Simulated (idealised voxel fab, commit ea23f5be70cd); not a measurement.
process module | voxel wiring stack
cross-section cut | 275 nm wide | cells 5 nm
A cross-section is a grid of square cells, given in bands from the top down. A band is one or more rows of cells.
Each band's line starts with the height of the band's top and of its bottom, in nm. Then come its materials from left to right, each with its width in nm. One material with "throughout" fills the band from edge to edge. "air" is empty space.
Height 0 is the level under which the wafer as received is all one material. The lowest band goes on downwards, as in "0 down".
A width such as "30 to 40" changes by the same amount from each row of cells to the next, from the band's top row to its bottom row.
"no change" after a step means that no cell of the cross-section changed.
closed voids: empty space of 8 cells or more with no open way to the top, each as width x height at its distance from the left edge, in nm
after a step's settings: what the simulator itself notes on the step
overlay nm, on a step with a mask: how far to the right of its planned place the mask lay; to the left if negative
plan
1 op RECEIVE | material Si
2 op CONFORMAL_DEP | material SiO2 | thk nm 15
3 op DIRECTIONAL_DEP | material TiN | thk nm 5
4 op DIRECTIONAL_DEP | material Ru | thk nm 25
5 op DIRECTIONAL_DEP | material aC | thk nm 15
6 op PATTERN | tone cover | mask id METAL_1 | material resist | width nm 20 | pitch nm 40 | thk nm 30 | overlay nm 0
7 op DIRECTIONAL_ETCH | etch materials aC | depth nm 15
8 op STRIP | etch materials resist
9 op DIRECTIONAL_ETCH | etch materials Ru | depth nm 25
10 op DIRECTIONAL_ETCH | etch materials TiN | depth nm 5
11 op STRIP | etch materials aC
12 op FILL_DEP | material SiO2 | thk nm 5
13 op CMP | height nm 45
14 op CONFORMAL_DEP | material SiCN | thk nm 5
15 op DIRECTIONAL_DEP | material lowk | thk nm 30
16 op PATTERN | tone open | mask id METAL_2_HOLES | material resist | width nm 15 | pitch nm 80 | thk nm 15 | overlay nm 0
17 op DIRECTIONAL_ETCH | etch materials lowk | depth nm 30
18 op STRIP | etch materials resist
19 op PATTERN | tone open | mask id METAL_2 | material resist | width nm 20 | pitch nm 40 | thk nm 15 | overlay nm 0
20 op DIRECTIONAL_ETCH | etch materials lowk | depth nm 20
21 op DIRECTIONAL_ETCH | etch materials SiCN | depth nm 5
22 op STRIP | etch materials resist
23 op CONFORMAL_DEP | material TiN | thk nm 5
24 op FILL_DEP | material Ru | thk nm 5
25 op CMP | height nm 80
26 op CONFORMAL_DEP | material SiCN | thk nm 5
27 op DIRECTIONAL_DEP | material SiO2 | thk nm 35
28 op DIRECTIONAL_DEP | material aC | thk nm 10
29 op PATTERN | tone open | mask id METAL_3 | material resist | width nm 20 | pitch nm 40 | thk nm 30 | overlay nm 0
30 op DIRECTIONAL_ETCH | etch materials aC | depth nm 10
31 op STRIP | etch materials resist
32 op DIRECTIONAL_ETCH | etch materials SiO2 | depth nm 20
33 op STRIP | etch materials aC
34 op MASKED_ETCH | tone open | mask id METAL_3_HOLES | width nm 15 | pitch nm 80 | etch materials SiO2 | depth nm 15 | overlay nm 0
35 op MASKED_ETCH | tone open | mask id METAL_3_HOLES | width nm 15 | pitch nm 80 | etch materials SiCN | depth nm 5 | overlay nm 0
36 op CONFORMAL_DEP | material TiN | thk nm 5
37 op FILL_DEP | material Cu | thk nm 10
38 op CMP | height nm 120
39 op CONFORMAL_DEP | material SiN | thk nm 5
first wafer, as planned
as received, after step 1
  0 down: Si throughout
  closed voids: none
after step 2
  15 to 0: SiO2 throughout
  below 0: unchanged
after step 3
  20 to 15: TiN throughout
  below 15: unchanged
after step 4
  45 to 20: Ru throughout
  below 20: unchanged
after step 5
  60 to 45: aC throughout
  below 45: unchanged
after step 6
  90 to 60: air 65 | resist 20 | air 20 | resist 20 | air 20 | resist 20 | air 20 | resist 20 | air 70
  below 60: unchanged
after step 7
  75 to 60: air 65 | resist 20 | air 20 | resist 20 | air 20 | resist 20 | air 20 | resist 20 | air 70
  60 to 45: air 65 | aC 20 | air 20 | aC 20 | air 20 | aC 20 | air 20 | aC 20 | air 70
  below 45: unchanged
after step 8
  60 to 45: air 65 | aC 20 | air 20 | aC 20 | air 20 | aC 20 | air 20 | aC 20 | air 70
  below 45: unchanged
after step 9
  60 to 45: air 65 | aC 20 | air 20 | aC 20 | air 20 | aC 20 | air 20 | aC 20 | air 70
  45 to 20: air 65 | Ru 20 | air 20 | Ru 20 | air 20 | Ru 20 | air 20 | Ru 20 | air 70
  below 20: unchanged
after step 10
  60 to 45: air 65 | aC 20 | air 20 | aC 20 | air 20 | aC 20 | air 20 | aC 20 | air 70
  45 to 20: air 65 | Ru 20 | air 20 | Ru 20 | air 20 | Ru 20 | air 20 | Ru 20 | air 70
  20 to 15: air 65 | TiN 20 | air 20 | TiN 20 | air 20 | TiN 20 | air 20 | TiN 20 | air 70
  below 15: unchanged
after step 11
  45 to 20: air 65 | Ru 20 | air 20 | Ru 20 | air 20 | Ru 20 | air 20 | Ru 20 | air 70
  below 20: unchanged
after step 12
  50 to 45: SiO2 throughout
  45 to 20: SiO2 65 | Ru 20 | SiO2 20 | Ru 20 | SiO2 20 | Ru 20 | SiO2 20 | Ru 20 | SiO2 70
  20 to 15: SiO2 65 | TiN 20 | SiO2 20 | TiN 20 | SiO2 20 | TiN 20 | SiO2 20 | TiN 20 | SiO2 70
  below 15: unchanged
after step 13
  45 to 20: SiO2 65 | Ru 20 | SiO2 20 | Ru 20 | SiO2 20 | Ru 20 | SiO2 20 | Ru 20 | SiO2 70
  below 20: unchanged
after step 14
  50 to 45: SiCN throughout
  below 45: unchanged
after step 15
  80 to 50: lowk throughout
  below 50: unchanged
after step 16
  95 to 80: resist 65 | air 15 | resist 65 | air 15 | resist 115
  below 80: unchanged
after step 17
  95 to 80: resist 65 | air 15 | resist 65 | air 15 | resist 115
  80 to 50: lowk 65 | air 15 | lowk 65 | air 15 | lowk 115
  below 50: unchanged
after step 18
  80 to 50: lowk 65 | air 15 | lowk 65 | air 15 | lowk 115
  below 50: unchanged
after step 19
  95 to 80: resist 65 | air 20 | resist 20 | air 20 | resist 20 | air 20 | resist 20 | air 20 | resist 70
  below 80: unchanged
after step 20
  95 to 80: resist 65 | air 20 | resist 20 | air 20 | resist 20 | air 20 | resist 20 | air 20 | resist 70
  80 to 60: lowk 65 | air 20 | lowk 20 | air 20 | lowk 20 | air 20 | lowk 20 | air 20 | lowk 70
  below 60: unchanged
after step 21
  95 to 80: resist 65 | air 20 | resist 20 | air 20 | resist 20 | air 20 | resist 20 | air 20 | resist 70
  80 to 60: lowk 65 | air 20 | lowk 20 | air 20 | lowk 20 | air 20 | lowk 20 | air 20 | lowk 70
  60 to 50: lowk 65 | air 15 | lowk 65 | air 15 | lowk 115
  50 to 45: SiCN 65 | air 15 | SiCN 65 | air 15 | SiCN 115
  below 45: unchanged
after step 22
  80 to 60: lowk 65 | air 20 | lowk 20 | air 20 | lowk 20 | air 20 | lowk 20 | air 20 | lowk 70
  below 60: unchanged
after step 23
  85 to 80: TiN 70 | air 10 | TiN 30 | air 10 | TiN 30 | air 10 | TiN 30 | air 10 | TiN 75
  80 to 65: lowk 65 | TiN 5 | air 10 | TiN 5 | lowk 20 | TiN 5 | air 10 | TiN 5 | lowk 20 | TiN 5 | air 10 | TiN 5 | lowk 20 | TiN 5 | air 10 | TiN 5 | lowk 70
  65 to 60: lowk 65 | TiN 5 | air 5 | TiN 10 | lowk 20 | TiN 20 | lowk 20 | TiN 5 | air 5 | TiN 10 | lowk 20 | TiN 20 | lowk 70
  60 to 50: lowk 65 | TiN 5 | air 5 | TiN 5 | lowk 65 | TiN 5 | air 5 | TiN 5 | lowk 115
  50 to 45: SiCN 65 | TiN 15 | SiCN 65 | TiN 15 | SiCN 115
  below 45: unchanged
after step 24
  90 to 85: Ru throughout
  85 to 80: TiN 70 | Ru 10 | TiN 30 | Ru 10 | TiN 30 | Ru 10 | TiN 30 | Ru 10 | TiN 75
  80 to 65: lowk 65 | TiN 5 | Ru 10 | TiN 5 | lowk 20 | TiN 5 | Ru 10 | TiN 5 | lowk 20 | TiN 5 | Ru 10 | TiN 5 | lowk 20 | TiN 5 | Ru 10 | TiN 5 | lowk 70
  65 to 60: lowk 65 | TiN 5 | Ru 5 | TiN 10 | lowk 20 | TiN 20 | lowk 20 | TiN 5 | Ru 5 | TiN 10 | lowk 20 | TiN 20 | lowk 70
  60 to 50: lowk 65 | TiN 5 | Ru 5 | TiN 5 | lowk 65 | TiN 5 | Ru 5 | TiN 5 | lowk 115
  below 50: unchanged
after step 25
  80 to 65: lowk 65 | TiN 5 | Ru 10 | TiN 5 | lowk 20 | TiN 5 | Ru 10 | TiN 5 | lowk 20 | TiN 5 | Ru 10 | TiN 5 | lowk 20 | TiN 5 | Ru 10 | TiN 5 | lowk 70
  below 65: unchanged
after step 26
  85 to 80: SiCN throughout
  below 80: unchanged
after step 27
  120 to 85: SiO2 throughout
  below 85: unchanged
after step 28
  130 to 120: aC throughout
  below 120: unchanged
after step 29
  160 to 130: resist 65 | air 20 | resist 20 | air 20 | resist 20 | air 20 | resist 20 | air 20 | resist 70
  below 130: unchanged
after step 30
  150 to 130: resist 65 | air 20 | resist 20 | air 20 | resist 20 | air 20 | resist 20 | air 20 | resist 70
  130 to 120: aC 65 | air 20 | aC 20 | air 20 | aC 20 | air 20 | aC 20 | air 20 | aC 70
  below 120: unchanged
after step 31
  130 to 120: aC 65 | air 20 | aC 20 | air 20 | aC 20 | air 20 | aC 20 | air 20 | aC 70
  below 120: unchanged
after step 32
  130 to 120: aC 65 | air 20 | aC 20 | air 20 | aC 20 | air 20 | aC 20 | air 20 | aC 70
  120 to 100: SiO2 65 | air 20 | SiO2 20 | air 20 | SiO2 20 | air 20 | SiO2 20 | air 20 | SiO2 70
  below 100: unchanged
after step 33
  120 to 100: SiO2 65 | air 20 | SiO2 20 | air 20 | SiO2 20 | air 20 | SiO2 20 | air 20 | SiO2 70
  below 100: unchanged
after step 34
  120 to 100: SiO2 65 | air 20 | SiO2 20 | air 20 | SiO2 20 | air 20 | SiO2 20 | air 20 | SiO2 70
  100 to 85: SiO2 65 | air 15 | SiO2 65 | air 15 | SiO2 115
  below 85: unchanged
after step 35
  120 to 100: SiO2 65 | air 20 | SiO2 20 | air 20 | SiO2 20 | air 20 | SiO2 20 | air 20 | SiO2 70
  100 to 85: SiO2 65 | air 15 | SiO2 65 | air 15 | SiO2 115
  85 to 80: SiCN 65 | air 15 | SiCN 65 | air 15 | SiCN 115
  below 80: unchanged
after step 36
  125 to 120: TiN 70 | air 10 | TiN 30 | air 10 | TiN 30 | air 10 | TiN 30 | air 10 | TiN 75
  120 to 105: SiO2 65 | TiN 5 | air 10 | TiN 5 | SiO2 20 | TiN 5 | air 10 | TiN 5 | SiO2 20 | TiN 5 | air 10 | TiN 5 | SiO2 20 | TiN 5 | air 10 | TiN 5 | SiO2 70
  105 to 100: SiO2 65 | TiN 5 | air 5 | TiN 10 | SiO2 20 | TiN 20 | SiO2 20 | TiN 5 | air 5 | TiN 10 | SiO2 20 | TiN 20 | SiO2 70
  100 to 85: SiO2 65 | TiN 5 | air 5 | TiN 5 | SiO2 65 | TiN 5 | air 5 | TiN 5 | SiO2 115
  85 to 80: SiCN 65 | TiN 15 | SiCN 65 | TiN 15 | SiCN 115
  below 80: unchanged
after step 37
  135 to 125: Cu throughout
  125 to 120: TiN 70 | Cu 10 | TiN 30 | Cu 10 | TiN 30 | Cu 10 | TiN 30 | Cu 10 | TiN 75
  120 to 105: SiO2 65 | TiN 5 | Cu 10 | TiN 5 | SiO2 20 | TiN 5 | Cu 10 | TiN 5 | SiO2 20 | TiN 5 | Cu 10 | TiN 5 | SiO2 20 | TiN 5 | Cu 10 | TiN 5 | SiO2 70
  105 to 100: SiO2 65 | TiN 5 | Cu 5 | TiN 10 | SiO2 20 | TiN 20 | SiO2 20 | TiN 5 | Cu 5 | TiN 10 | SiO2 20 | TiN 20 | SiO2 70
  100 to 85: SiO2 65 | TiN 5 | Cu 5 | TiN 5 | SiO2 65 | TiN 5 | Cu 5 | TiN 5 | SiO2 115
  below 85: unchanged
after step 38
  120 to 105: SiO2 65 | TiN 5 | Cu 10 | TiN 5 | SiO2 20 | TiN 5 | Cu 10 | TiN 5 | SiO2 20 | TiN 5 | Cu 10 | TiN 5 | SiO2 20 | TiN 5 | Cu 10 | TiN 5 | SiO2 70
  below 105: unchanged
after step 39
  125 to 120: SiN throughout
  below 120: unchanged
second wafer: like start, like plan, one mistake. Through step 31 it matches the first wafer
when step 32 should have ended
  130 to 120: aC 65 | air 20 | aC 20 | air 20 | aC 20 | air 20 | aC 20 | air 20 | aC 70
  120 to 85: SiO2 65 | air 20 | SiO2 20 | air 20 | SiO2 20 | air 20 | SiO2 20 | air 20 | SiO2 70
  below 85: unchanged
when step 33 should have ended
  120 to 85: SiO2 65 | air 20 | SiO2 20 | air 20 | SiO2 20 | air 20 | SiO2 20 | air 20 | SiO2 70
  below 85: unchanged
when step 34 should have ended: no change
when step 35 should have ended
  120 to 85: SiO2 65 | air 20 | SiO2 20 | air 20 | SiO2 20 | air 20 | SiO2 20 | air 20 | SiO2 70
  85 to 80: SiCN 65 | air 15 | SiCN 65 | air 15 | SiCN 115
  below 80: unchanged
when step 36 should have ended
  125 to 120: TiN 70 | air 10 | TiN 30 | air 10 | TiN 30 | air 10 | TiN 30 | air 10 | TiN 75
  120 to 90: SiO2 65 | TiN 5 | air 10 | TiN 5 | SiO2 20 | TiN 5 | air 10 | TiN 5 | SiO2 20 | TiN 5 | air 10 | TiN 5 | SiO2 20 | TiN 5 | air 10 | TiN 5 | SiO2 70
  90 to 85: SiO2 65 | TiN 5 | air 5 | TiN 10 | SiO2 20 | TiN 20 | SiO2 20 | TiN 5 | air 5 | TiN 10 | SiO2 20 | TiN 20 | SiO2 70
  85 to 80: SiCN 65 | TiN 15 | SiCN 65 | TiN 15 | SiCN 115
  below 80: unchanged
when step 37 should have ended
  135 to 125: Cu throughout
  125 to 120: TiN 70 | Cu 10 | TiN 30 | Cu 10 | TiN 30 | Cu 10 | TiN 30 | Cu 10 | TiN 75
  120 to 90: SiO2 65 | TiN 5 | Cu 10 | TiN 5 | SiO2 20 | TiN 5 | Cu 10 | TiN 5 | SiO2 20 | TiN 5 | Cu 10 | TiN 5 | SiO2 20 | TiN 5 | Cu 10 | TiN 5 | SiO2 70
  90 to 85: SiO2 65 | TiN 5 | Cu 5 | TiN 10 | SiO2 20 | TiN 20 | SiO2 20 | TiN 5 | Cu 5 | TiN 10 | SiO2 20 | TiN 20 | SiO2 70
  below 85: unchanged
when step 38 should have ended
  120 to 90: SiO2 65 | TiN 5 | Cu 10 | TiN 5 | SiO2 20 | TiN 5 | Cu 10 | TiN 5 | SiO2 20 | TiN 5 | Cu 10 | TiN 5 | SiO2 20 | TiN 5 | Cu 10 | TiN 5 | SiO2 70
  below 90: unchanged
when step 39 should have ended
  125 to 120: SiN throughout
  below 120: unchanged
what went wrong: step 32 was run twice
at the end the second wafer has, in cells: 18 more of Cu | 30 fewer of SiO2 | 12 more of TiN
